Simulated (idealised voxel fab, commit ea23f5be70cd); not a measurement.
This section sets out a process module, namely voxel spacer lines.
Square cell edge 5 nm, section width 255 nm, ID cut.
A cross-section is written here as square cells arranged in a grid, and it is given in bands from the top down, each band taking up one or more rows of cells. Band: top height; bottom height; in nm. Then, left to right: material with width in nm, for each material. "edge to edge": a single material spanning edge to edge. "blank": empty space. The level at which height equals 0 is the one under which the wafer, as it arrives, is entirely one material. No lower edge exists for the bottom band, which continues downward and is notated as in "top 0, no bottom". A width such as "30..40" changes by the same amount from each row of cells to the next, from the band's top row to its bottom row. The cross-section has no changed cell in any step marked "remains unaltered". Any empty space of 8 cells or more lacking an open way to the top shows up in "Closed void table" as width x height at distance, distance from the left edge, in nm. Anything after a step's settings on that line? It's the simulator's own note about the step. "overlay nm" answers the question of how far to the right of plan the mask lay on a step that has a mask, and when it is negative the answer is to the left.
-- These are the steps we planned for the process
1,RECEIVE,material Si
2,CONFORMAL_DEP,material Al2O3,thk nm 10
3,DIRECTIONAL_DEP,material TiN,thk nm 10
4,DIRECTIONAL_DEP,material polySi,thk nm 30
5,PATTERN,tone cover,mask id MANDREL,material resist,width nm 20,pitch nm 60,thk nm 35,overlay nm 0
6,DIRECTIONAL_ETCH,etch materials polySi,depth nm 30
7,STRIP,etch materials resist
8,CONFORMAL_DEP,material SiO2,thk nm 10
9,DIRECTIONAL_ETCH,etch materials SiO2,depth nm 10
10,STRIP,etch materials polySi
11,DIRECTIONAL_ETCH,etch materials TiN,depth nm 10
12,STRIP,etch materials SiO2
13,FILL_DEP,material lowk,thk nm 5
14,CMP,height nm 20
-- Incoming wafer, cross-sectional view, post step 1
> top 0, no bottom  Si edge to edge
> Closed void table: none
-- The module was run from the start shown above using the plan shown above, but one mistake was made doing it; the resulting wafer cross-section is below
> top 20, bottom 10  Al2O3 75 | TiN 10 | Al2O3 20 | TiN 10 | Al2O3 20 | TiN 10 | Al2O3 20 | TiN 10 | Al2O3 80
> top 10, bottom 0  Al2O3 edge to edge
> top 0, no bottom  Si edge to edge
> Closed void table: none
Want to know what went wrong? not per plan at step 13, really ran FILL_DEP,material Al2O3,thk nm 5
